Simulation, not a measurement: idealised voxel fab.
A process module follows: voxel double patterning.
The width of the displayed cross-section, cut, is 195 nm; its cells are square, with a size of 5 nm.
Just so we're on the same page, the cross-sections are grids of square cells, and they're listed out in bands top to bottom, each band one or more rows deep. Each band's line starts with the height of the band's top and of its bottom, in nm. Then come its materials from left to right, each with its width in nm. One material with "everywhere" fills the band from edge to edge. "blank" is empty space. Zero point of the height axis is 0; under it, received wafer = one material. Lowest band: continues down indefinitely, "0 -> down". Think of "30..40" as a width that walks from the first number to the second as you go down the band, top row to bottom row, taking equal-sized steps from row to row. It should be understood that the words "everything unchanged", when stated for a given step, signify that the cross-section underwent no change in any of its cells during that step. Heads up: "Voids, fully enclosed" only lists the empty pockets with no open path to the top that are 8 cells or more, and it writes them as width x height at distance, distance from the left edge, in nm. Text after the settings on a step's line: the simulator's own remark on that step. For masked steps, "overlay nm" on the step line gives how far right of plan the mask actually lay; a minus sign means it lay to the left.

### Intended process steps
1) RECEIVE with material Si
2) CONFORMAL_DEP with material SiN, thk nm 5
3) DIRECTIONAL_DEP with material SiO2, thk nm 15
4) DIRECTIONAL_DEP with material SiCN, thk nm 5
5) MASKED_ETCH with tone open, mask id FIRST, width nm 15, pitch nm 50, etch materials SiCN, depth nm 5, overlay nm 0
6) PATTERN with tone open, mask id SECOND, material resist, width nm 15, pitch nm 50, thk nm 15, overlay nm -15
7) DIRECTIONAL_ETCH with etch materials SiCN, depth nm 5
8) STRIP with etch materials resist
9) DIRECTIONAL_ETCH with etch materials SiO2, depth nm 15
10) STRIP with etch materials SiCN
Wafers differ in overlay nm at step 6; plan lists the first wafer's value; identical starting state.

### Cross-sectional view of the first of several wafers in the as-received condition, corresponding to the state following step 1
0 -> down  Si everywhere
Voids, fully enclosed: none

### Each row below is a wafer at the end of the module, listing for every material the number of cells it has gained (+) or lost (-) since it was received, followed by its closed voids
overlay nm -15 | +39 SiN | +78 SiO2 | Voids, fully enclosed: none
overlay nm -10 | +39 SiN | +72 SiO2 | Voids, fully enclosed: none
overlay nm -5 | +39 SiN | +72 SiO2 | Voids, fully enclosed: none
overlay nm 0 | +39 SiN | +72 SiO2 | Voids, fully enclosed: none
overlay nm 5 | +39 SiN | +72 SiO2 | Voids, fully enclosed: none
overlay nm 10 | +39 SiN | +72 SiO2 | Voids, fully enclosed: none
overlay nm 15 | +39 SiN | +78 SiO2 | Voids, fully enclosed: none
